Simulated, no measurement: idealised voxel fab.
Name of the process module below: voxel spacer lines
It is cross-section cut that appears here, measuring 265 nm in width, its square cells being 5 nm in size.
In this document a cross-section is written as a grid of square cells. It is given as a series of bands, listed from the top down, and a band is one or more rows of cells.
Band: top height; bottom height; in nm. Then, left to right: material with width in nm, for each material. "full width": a single material spanning edge to edge. "empty": empty space.
Heights are reckoned from 0. Under this level, the received wafer is all of one material. The bottommost band is open-ended downward, for example "z 0 and below".
A width given as "30..40" starts at the first number in the band's top row and ends at the second number in its bottom row, shifting by an equal amount at every step from row to row.
Where a step carries "remains unaltered", the cross-section came out of it unchanged, cell for cell.
"Encapsulated voids" specifies each empty space that is not open to the top and that occupies no fewer than 8 cells, using the form width x height at distance, the distance measured from the left edge and all three quantities in nm.
On a step's line, text after the settings is the simulator commenting on that step.
"overlay nm" answers the question of how far to the right of plan the mask lay on a step that has a mask, and when it is negative the answer is to the left.

## These are the steps we planned for the process
| 1 | op RECEIVE | material Si |
| 2 | op CONFORMAL_DEP | material Al2O3 | thk nm 10 |
| 3 | op DIRECTIONAL_DEP | material SiN | thk nm 10 |
| 4 | op DIRECTIONAL_DEP | material aC | thk nm 30 |
| 5 | op PATTERN | tone cover | mask id MANDREL | material resist | width nm 25 | pitch nm 80 | thk nm 35 | overlay nm 0 |
| 6 | op DIRECTIONAL_ETCH | etch materials aC | depth nm 30 |
| 7 | op STRIP | etch materials resist |
| 8 | op CONFORMAL_DEP | material SiO2 | thk nm 15 |
| 9 | op DIRECTIONAL_ETCH | etch materials SiO2 | depth nm 15 |
| 10 | op STRIP | etch materials aC |
| 11 | op DIRECTIONAL_ETCH | etch materials SiN | depth nm 10 |
| 12 | op STRIP | etch materials SiO2 |
| 13 | op FILL_DEP | material lowk | thk nm 10 |
| 14 | op CMP | height nm 20 |

## First wafer, two in total, run as planned

## As-received wafer cross-section (after step 1)
	z 0 and below | Si full width
	Encapsulated voids: none

## Presented here is a cross-section of the wafer after step 2 has been performed
	z 10 to 0 | Al2O3 full width
	Whatever lies below 0 is exactly as it was before.

## Presented here is a cross-section of the wafer after step 3 has been performed
	z 20 to 10 | SiN full width
	Whatever lies below 10 is exactly as it was before.

## Presented here is a cross-section of the wafer after step 4 has been performed
	z 50 to 20 | aC full width
	Whatever lies below 20 is exactly as it was before.

## Presented here is a cross-section of the wafer after step 5 has been performed
	z 85 to 50 | empty 40, then resist 25, then empty 55, then resist 25, then empty 55, then resist 25, then empty 40
	Whatever lies below 50 is exactly as it was before.

## Presented here is a cross-section of the wafer after step 6 has been performed
	z 55 to 50 | empty 40, then resist 25, then empty 55, then resist 25, then empty 55, then resist 25, then empty 40
	z 50 to 20 | empty 40, then aC 25, then empty 55, then aC 25, then empty 55, then aC 25, then empty 40
	Whatever lies below 20 is exactly as it was before.

## Presented here is a cross-section of the wafer after step 7 has been performed
	z 50 to 20 | empty 40, then aC 25, then empty 55, then aC 25, then empty 55, then aC 25, then empty 40
	Whatever lies below 20 is exactly as it was before.

## Presented here is a cross-section of the wafer after step 8 has been performed
	z 65 to 50 | empty 25, then SiO2 55, then empty 25, then SiO2 55, then empty 25, then SiO2 55, then empty 25
	z 50 to 35 | empty 25, then SiO2 15, then aC 25, then SiO2 15, then empty 25, then SiO2 15, then aC 25, then SiO2 15, then empty 25, then SiO2 15, then aC 25, then SiO2 15, then empty 25
	z 35 to 20 | SiO2 40, then aC 25, then SiO2 55, then aC 25, then SiO2 55, then aC 25, then SiO2 40
	Whatever lies below 20 is exactly as it was before.

## Presented here is a cross-section of the wafer after step 9 has been performed
	z 50 to 20 | empty 25, then SiO2 15, then aC 25, then SiO2 15, then empty 25, then SiO2 15, then aC 25, then SiO2 15, then empty 25, then SiO2 15, then aC 25, then SiO2 15, then empty 25
	Whatever lies below 20 is exactly as it was before.

## Presented here is a cross-section of the wafer after step 10 has been performed
	z 50 to 20 | empty 25, then SiO2 15, then empty 25, then SiO2 15, then empty 25, then SiO2 15, then empty 25, then SiO2 15, then empty 25, then SiO2 15, then empty 25, then SiO2 15, then empty 25
	Whatever lies below 20 is exactly as it was before.

## Presented here is a cross-section of the wafer after step 11 has been performed
	z 50 to 20 | empty 25, then SiO2 15, then empty 25, then SiO2 15, then empty 25, then SiO2 15, then empty 25, then SiO2 15, then empty 25, then SiO2 15, then empty 25, then SiO2 15, then empty 25
	z 20 to 10 | empty 25, then SiN 15, then empty 25, then SiN 15, then empty 25, then SiN 15, then empty 25, then SiN 15, then empty 25, then SiN 15, then empty 25, then SiN 15, then empty 25
	Whatever lies below 10 is exactly as it was before.

## Presented here is a cross-section of the wafer after step 12 has been performed
	z 20 to 10 | empty 25, then SiN 15, then empty 25, then SiN 15, then empty 25, then SiN 15, then empty 25, then SiN 15, then empty 25, then SiN 15, then empty 25, then SiN 15, then empty 25
	Whatever lies below 10 is exactly as it was before.

## Presented here is a cross-section of the wafer after step 13 has been performed
	z 30 to 20 | lowk full width
	z 20 to 10 | lowk 25, then SiN 15, then lowk 25, then SiN 15, then lowk 25, then SiN 15, then lowk 25, then SiN 15, then lowk 25, then SiN 15, then lowk 25, then SiN 15, then lowk 25
	Whatever lies below 10 is exactly as it was before.

## Presented here is a cross-section of the wafer after step 14 has been performed
	z 20 to 10 | lowk 25, then SiN 15, then lowk 25, then SiN 15, then lowk 25, then SiN 15, then lowk 25, then SiN 15, then lowk 25, then SiN 15, then lowk 25, then SiN 15, then lowk 25
	Whatever lies below 10 is exactly as it was before.

## The Second Wafer: Common Origin and Plan, One Mistake in Execution, Identical to the First Through Step 13

## Second wafer at the planned finish of step 14, seen in cross-section
	z 25 to 20 | lowk full width
	Whatever lies below 20 is exactly as it was before.
Diagnosis: step 14 ran with different settings than intended, the actual operation and settings being op CMP | height nm 25
Once processing is complete, comparing cell counts shows that the second wafer has more or fewer of certain materials than the first: lowk: 53 more
